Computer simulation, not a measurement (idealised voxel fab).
Proc. module: voxel capacitor over wiring
Square cell edge 5 nm, section width 270 nm, ID cut.
A cross-section is written here as square cells arranged in a grid, and it is given in bands from the top down, each band taking up one or more rows of cells.
First you get the band's top height and its bottom height, in nm, and then the materials it's made of, left to right, with each width in nm. If you see a single material with "full width", that one covers the band edge to edge. "air" is empty space.
Below 0: as-received wafer, all one material; heights counted from there. Lowest band: no bottom, goes on down, written "0 -> down".
When a width is written as two numbers, as in "30..40", the first number is the width in the top row of cells of the band and the second is the width in its bottom row, and the width changes by the same amount from each row to the next.
Take "left unchanged" at face value: in the step it is given for, the cross-section changed in none of its cells.
"Closed void inventory" - sealed voids, min. 8 cells, no opening to top; format: width x height at distance (distance from left edge; nm throughout).
It should be noted that, on the line of a given step, the content following the step's settings is a remark produced by the simulator itself with respect to that step.
overlay nm: on a step with a mask, how far right of its planned place the mask lay; negative means left.

**Steps planned for the process**
1,RECEIVE | material Si
2,CONFORMAL_DEP | material SiO2 | thk nm 15
3,CONFORMAL_DEP | material SiN | thk nm 5
4,DIRECTIONAL_DEP | material SiO2 | thk nm 20
5,PATTERN | tone open | mask id METAL_1 | material resist | width nm 30 | pitch nm 90 | thk nm 20 | overlay nm 0
6,DIRECTIONAL_ETCH | etch materials SiO2 | depth nm 20
7,DIRECTIONAL_ETCH | etch materials SiN | depth nm 5
8,STRIP | etch materials resist
9,CONFORMAL_DEP | material TiN | thk nm 5
10,FILL_DEP | material Ru | thk nm 10
11,CMP | height nm 40
12,EPI | material Ru | thk nm 5
13,FILL_DEP | material SiCN | thk nm 5
14,DIRECTIONAL_DEP | material lowk | thk nm 15
15,DIRECTIONAL_DEP | material aC | thk nm 10
16,PATTERN | tone open | mask id PLUG_1 | material resist | width nm 15 | thk nm 25 | overlay nm 0
17,DIRECTIONAL_ETCH | etch materials aC | depth nm 10
18,STRIP | etch materials resist
19,DIRECTIONAL_ETCH | etch materials lowk | depth nm 15
20,DIRECTIONAL_ETCH | etch materials SiCN | depth nm 5
21,STRIP | etch materials aC
22,CONFORMAL_DEP | material TiN | thk nm 5
23,FILL_DEP | material Cu | thk nm 5
24,CMP | height nm 65
25,DIRECTIONAL_DEP | material TiN | thk nm 5
26,DIRECTIONAL_DEP | material Al2O3 | thk nm 5
27,DIRECTIONAL_DEP | material TiN | thk nm 10
28,DIRECTIONAL_DEP | material aC | thk nm 15
29,PATTERN | tone cover | mask id UPPER_PLATE | material resist | width nm 65 | thk nm 35 | overlay nm 0
30,DIRECTIONAL_ETCH | etch materials aC | depth nm 15
31,STRIP | etch materials resist
32,DIRECTIONAL_ETCH | etch materials TiN | depth nm 10
33,DIRECTIONAL_ETCH | etch materials Al2O3 | depth nm 5
34,STRIP | etch materials aC
35,PATTERN | tone cover | mask id LOWER_PLATE | material resist | width nm 65 | thk nm 20 | overlay nm 0
36,DIRECTIONAL_ETCH | etch materials TiN | depth nm 5
37,STRIP | etch materials resist
38,FILL_DEP | material SiO2 | thk nm 15
39,CMP | height nm 95
40,MASKED_ETCH | tone open | mask id PLUG_2 | width nm 15 | etch materials SiO2 | depth nm 10 | overlay nm 0
41,CONFORMAL_DEP | material TiN | thk nm 5
42,FILL_DEP | material Cu | thk nm 10
43,CMP | height nm 95
44,CONFORMAL_DEP | material SiCN | thk nm 5
Every wafer here starts from the same state; it is the step 35 width nm that distinguishes them, and the value the plan gives belongs to the first wafer.

**As received, i.e. after step 1: cross-section through the first of several wafers**
0 -> down  Si full width
Closed void inventory: none

**End of module: cross-section of the first of several wafers after step 44, the last step**
100 -> 95  SiCN full width
95 -> 90  100 of SiO2; 5 of TiN; 5 of Cu; 5 of TiN; 155 of SiO2
90 -> 85  100 of SiO2; 15 of TiN; 155 of SiO2
85 -> 75  90 of SiO2; 65 of TiN; 115 of SiO2
75 -> 70  90 of SiO2; 65 of Al2O3; 115 of SiO2
70 -> 65  90 of SiO2; 65 of TiN; 115 of SiO2
65 -> 50  90 of lowk; 5 of TiN; 5 of Cu; 5 of TiN; 165 of lowk
50 -> 45  90 of SiCN; 15 of TiN; 165 of SiCN
45 -> 40  70 of SiCN; 40 of Ru; 50 of SiCN; 40 of Ru; 70 of SiCN
40 -> 20  75 of SiO2; 5 of TiN; 20 of Ru; 5 of TiN; 60 of SiO2; 5 of TiN; 20 of Ru; 5 of TiN; 75 of SiO2
20 -> 15  75 of SiN; 30 of TiN; 60 of SiN; 30 of TiN; 75 of SiN
15 -> 0  SiO2 full width
0 -> down  Si full width
Closed void inventory: none

**Of the several wafers, the last: cross-section at the end of the module**
100 -> 95  SiCN full width
95 -> 90  100 of SiO2; 5 of TiN; 5 of Cu; 5 of TiN; 155 of SiO2
90 -> 85  100 of SiO2; 15 of TiN; 155 of SiO2
85 -> 75  90 of SiO2; 65 of TiN; 115 of SiO2
75 -> 70  90 of SiO2; 65 of Al2O3; 115 of SiO2
70 -> 65  80 of SiO2; 90 of TiN; 100 of SiO2
65 -> 50  90 of lowk; 5 of TiN; 5 of Cu; 5 of TiN; 165 of lowk
50 -> 45  90 of SiCN; 15 of TiN; 165 of SiCN
45 -> 40  70 of SiCN; 40 of Ru; 50 of SiCN; 40 of Ru; 70 of SiCN
40 -> 20  75 of SiO2; 5 of TiN; 20 of Ru; 5 of TiN; 60 of SiO2; 5 of TiN; 20 of Ru; 5 of TiN; 75 of SiO2
20 -> 15  75 of SiN; 30 of TiN; 60 of SiN; 30 of TiN; 75 of SiN
15 -> 0  SiO2 full width
0 -> down  Si full width
Closed void inventory: none

**The rows of the table below are wafers. Looking at the end of the module, a row counts, for every material, the cells the wafer has gained, shown as (+), or lost, shown as (-), since it was received; its closed voids come next**
width nm 65, +13 Al2O3, +4 Cu, +48 Ru, +143 SiCN, +42 SiN, +596 SiO2, +81 TiN, +153 lowk, Closed void inventory: none
width nm 70, +13 Al2O3, +4 Cu, +48 Ru, +143 SiCN, +42 SiN, +595 SiO2, +82 TiN, +153 lowk, Closed void inventory: none
width nm 75, +13 Al2O3, +4 Cu, +48 Ru, +143 SiCN, +42 SiN, +594 SiO2, +83 TiN, +153 lowk, Closed void inventory: none
width nm 80, +13 Al2O3, +4 Cu, +48 Ru, +143 SiCN, +42 SiN, +593 SiO2, +84 TiN, +153 lowk, Closed void inventory: none
width nm 85, +13 Al2O3, +4 Cu, +48 Ru, +143 SiCN, +42 SiN, +592 SiO2, +85 TiN, +153 lowk, Closed void inventory: none
width nm 90, +13 Al2O3, +4 Cu, +48 Ru, +143 SiCN, +42 SiN, +591 SiO2, +86 TiN, +153 lowk, Closed void inventory: none
